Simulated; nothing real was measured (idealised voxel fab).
process module | voxel wiring stack
cross-section cut | 210 nm wide | cells 5 nm
A cross-section is a grid of square cells, given in bands from the top down. A band is one or more rows of cells.
Each band's line starts with the height of the band's top and of its bottom, in nm. Then come its materials from left to right, each with its width in nm. One material with "throughout" fills the band from edge to edge. "air" is empty space.
Height 0 is the level under which the wafer as received is all one material. The lowest band goes on downwards, as in "0 down".
A width such as "30 to 40" changes by the same amount from each row of cells to the next, from the band's top row to its bottom row.
"no change" after a step means that no cell of the cross-section changed.
closed voids: empty space of 8 cells or more with no open way to the top, each as width x height at its distance from the left edge, in nm
after a step's settings: what the simulator itself notes on the step
overlay nm, on a step with a mask: how far to the right of its planned place the mask lay; to the left if negative
plan
1 op RECEIVE | material Si
2 op CONFORMAL_DEP | material SiO2 | thk nm 15
3 op DIRECTIONAL_DEP | material TiN | thk nm 5
4 op DIRECTIONAL_DEP | material W | thk nm 25
5 op DIRECTIONAL_DEP | material aC | thk nm 10
6 op PATTERN | tone cover | mask id METAL_1 | material resist | width nm 30 | pitch nm 50 | thk nm 30 | overlay nm 0
7 op DIRECTIONAL_ETCH | etch materials aC | depth nm 10
8 op STRIP | etch materials resist
9 op DIRECTIONAL_ETCH | etch materials W | depth nm 25
10 op DIRECTIONAL_ETCH | etch materials TiN | depth nm 5
11 op STRIP | etch materials aC
12 op CONFORMAL_DEP | material SiCN | thk nm 5
13 op FILL_DEP | material lowk | thk nm 10
14 op CMP | height nm 45
15 op CONFORMAL_DEP | material SiCN | thk nm 5
16 op DIRECTIONAL_DEP | material lowk | thk nm 20
17 op DIRECTIONAL_DEP | material aC | thk nm 10
18 op PATTERN | tone open | mask id PLUG_1 | material resist | width nm 15 | pitch nm 100 | thk nm 25 | overlay nm 0
19 op DIRECTIONAL_ETCH | etch materials aC | depth nm 10
20 op STRIP | etch materials resist
21 op DIRECTIONAL_ETCH | etch materials lowk | depth nm 20
22 op DIRECTIONAL_ETCH | etch materials SiCN | depth nm 5
23 op STRIP | etch materials aC
24 op EPI | material Ru | thk nm 10
25 op EPI | material Ru | thk nm 10
26 op EPI | material Ru | thk nm 5
27 op CONFORMAL_DEP | material SiCN | thk nm 5
28 op DIRECTIONAL_DEP | material SiO2 | thk nm 25
29 op PATTERN | tone open | mask id METAL_2 | material resist | width nm 30 | pitch nm 50 | thk nm 20 | overlay nm 0
30 op DIRECTIONAL_ETCH | etch materials SiO2 | depth nm 25
31 op DIRECTIONAL_ETCH | etch materials SiCN | depth nm 5
32 op STRIP | etch materials resist
33 op CONFORMAL_DEP | material TiN | thk nm 5
34 op FILL_DEP | material Ru | thk nm 10
35 op CMP | height nm 100
36 op CONFORMAL_DEP | material SiCN | thk nm 5
37 op DIRECTIONAL_DEP | material SiO2 | thk nm 30
38 op PATTERN | tone open | mask id METAL_3 | material resist | width nm 30 | pitch nm 50 | thk nm 20 | overlay nm 0
39 op DIRECTIONAL_ETCH | etch materials SiO2 | depth nm 20
40 op STRIP | etch materials resist
41 op MASKED_ETCH | tone open | mask id METAL_3_HOLES | width nm 15 | pitch nm 50 | etch materials SiO2 | depth nm 10 | overlay nm 0
42 op MASKED_ETCH | tone open | mask id METAL_3_HOLES | width nm 15 | pitch nm 50 | etch materials SiCN | depth nm 5 | overlay nm 0
43 op CONFORMAL_DEP | material TiN | thk nm 5
44 op FILL_DEP | material Cu | thk nm 5
45 op CMP | height nm 135
46 op CONFORMAL_DEP | material SiCN | thk nm 5
as received, after step 1
  0 down: Si throughout
  closed voids: none
a wafer at the end: this start, this plan, one mistake
  140 to 135: SiCN throughout
  135 to 130: Cu throughout
  130 to 125: TiN 45 | Cu 20 | TiN 30 | Cu 20 | TiN 30 | Cu 20 | TiN 45
  125 to 110: SiO2 40 | TiN 5 | Cu 20 | TiN 5 | SiO2 20 | TiN 5 | Cu 20 | TiN 5 | SiO2 20 | TiN 5 | Cu 20 | TiN 5 | SiO2 40
  110 to 105: SiO2 40 | TiN 5 | Cu 5 | TiN 20 | SiO2 20 | TiN 5 | Cu 5 | TiN 20 | SiO2 20 | TiN 5 | Cu 5 | TiN 20 | SiO2 40
  105 to 100: SiCN 40 | TiN 15 | SiCN 35 | TiN 15 | SiCN 35 | TiN 15 | SiCN 55
  100 to 75: SiO2 40 | TiN 5 | Ru 20 | TiN 5 | SiO2 20 | TiN 5 | Ru 20 | TiN 5 | SiO2 20 | TiN 5 | Ru 20 | TiN 5 | SiO2 40
  75 to 70: SiCN 40 | TiN 30 | SiCN 20 | TiN 30 | SiCN 20 | TiN 30 | SiCN 40
  70 to 50: lowk 40 | Ru 15 | lowk 85 | Ru 15 | lowk 55
  50 to 45: SiCN 40 | Ru 15 | SiCN 85 | Ru 15 | SiCN 55
  45 to 20: lowk 35 | SiCN 5 | W 30 | SiCN 5 | lowk 10 | SiCN 5 | W 30 | SiCN 5 | lowk 10 | SiCN 5 | W 30 | SiCN 5 | lowk 35
  20 to 15: SiCN 40 | TiN 30 | SiCN 20 | TiN 30 | SiCN 20 | TiN 30 | SiCN 40
  15 to 0: SiO2 throughout
  0 down: Si throughout
  closed voids: none
what went wrong: step 37 ran as: op DIRECTIONAL_DEP | material SiO2 | thk nm 20
